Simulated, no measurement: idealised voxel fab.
process module | voxel plated lines
cross-section cut | 255 nm wide | cells 5 nm
A cross-section is a grid of square cells, given in bands from the top down. A band is one or more rows of cells.
Each band's line starts with the height of the band's top and of its bottom, in nm. Then come its materials from left to right, each with its width in nm. One material with "throughout" fills the band from edge to edge. "air" is empty space.
Height 0 is the level under which the wafer as received is all one material. The lowest band goes on downwards, as in "0 down".
A width such as "30 to 40" changes by the same amount from each row of cells to the next, from the band's top row to its bottom row.
"no change" after a step means that no cell of the cross-section changed.
closed voids: empty space of 8 cells or more with no open way to the top, each as width x height at its distance from the left edge, in nm
after a step's settings: what the simulator itself notes on the step
overlay nm, on a step with a mask: how far to the right of its planned place the mask lay; to the left if negative
plan
1 op RECEIVE | material Si
2 op CONFORMAL_DEP | material Al2O3 | thk nm 10
3 op DIRECTIONAL_DEP | material TiN | thk nm 5
4 op PATTERN | tone open | mask id LINES | material resist | width nm 20 | pitch nm 50 | thk nm 20 | overlay nm 0
5 op EPI | material Ru | thk nm 5
6 op STRIP | etch materials resist
7 op DIRECTIONAL_ETCH | etch materials TiN | depth nm 5
8 op CONFORMAL_DEP | material SiCN | thk nm 5
first wafer, as planned
as received, after step 1
  0 down: Si throughout
  closed voids: none
after step 2
  10 to 0: Al2O3 throughout
  below 0: unchanged
after step 3
  15 to 10: TiN throughout
  below 10: unchanged
after step 4
  35 to 15: resist 90 | air 20 | resist 30 | air 20 | resist 95
  below 15: unchanged
after step 5
  35 to 20: resist 90 | air 20 | resist 30 | air 20 | resist 95
  20 to 15: resist 90 | Ru 20 | resist 30 | Ru 20 | resist 95
  below 15: unchanged
after step 6
  20 to 15: air 90 | Ru 20 | air 30 | Ru 20 | air 95
  below 15: unchanged
after step 7
  20 to 15: air 90 | Ru 20 | air 30 | Ru 20 | air 95
  15 to 10: air 90 | TiN 20 | air 30 | TiN 20 | air 95
  below 10: unchanged
after step 8
  25 to 20: air 85 | SiCN 30 | air 20 | SiCN 30 | air 90
  20 to 15: air 85 | SiCN 5 | Ru 20 | SiCN 5 | air 20 | SiCN 5 | Ru 20 | SiCN 5 | air 90
  15 to 10: SiCN 90 | TiN 20 | SiCN 30 | TiN 20 | SiCN 95
  below 10: unchanged
second wafer: like start, like plan, one mistake. Through step 3 it matches the first wafer
when step 4 should have ended
  35 to 15: resist 85 | air 30 | resist 20 | air 30 | resist 90
  below 15: unchanged
when step 5 should have ended
  35 to 20: resist 85 | air 30 | resist 20 | air 30 | resist 90
  20 to 15: resist 85 | Ru 30 | resist 20 | Ru 30 | resist 90
  below 15: unchanged
when step 6 should have ended
  20 to 15: air 85 | Ru 30 | air 20 | Ru 30 | air 90
  below 15: unchanged
when step 7 should have ended
  20 to 15: air 85 | Ru 30 | air 20 | Ru 30 | air 90
  15 to 10: air 85 | TiN 30 | air 20 | TiN 30 | air 90
  below 10: unchanged
when step 8 should have ended
  25 to 20: air 80 | SiCN 40 | air 10 | SiCN 40 | air 85
  20 to 15: air 80 | SiCN 5 | Ru 30 | SiCN 5 | air 10 | SiCN 5 | Ru 30 | SiCN 5 | air 85
  15 to 10: SiCN 85 | TiN 30 | SiCN 20 | TiN 30 | SiCN 90
  below 10: unchanged
what went wrong: step 4 ran as: op PATTERN | tone open | mask id LINES | material resist | width nm 30 | pitch nm 50 | thk nm 20 | overlay nm 0
at the end the second wafer has, in cells: 4 more of Ru | 4 more of TiN
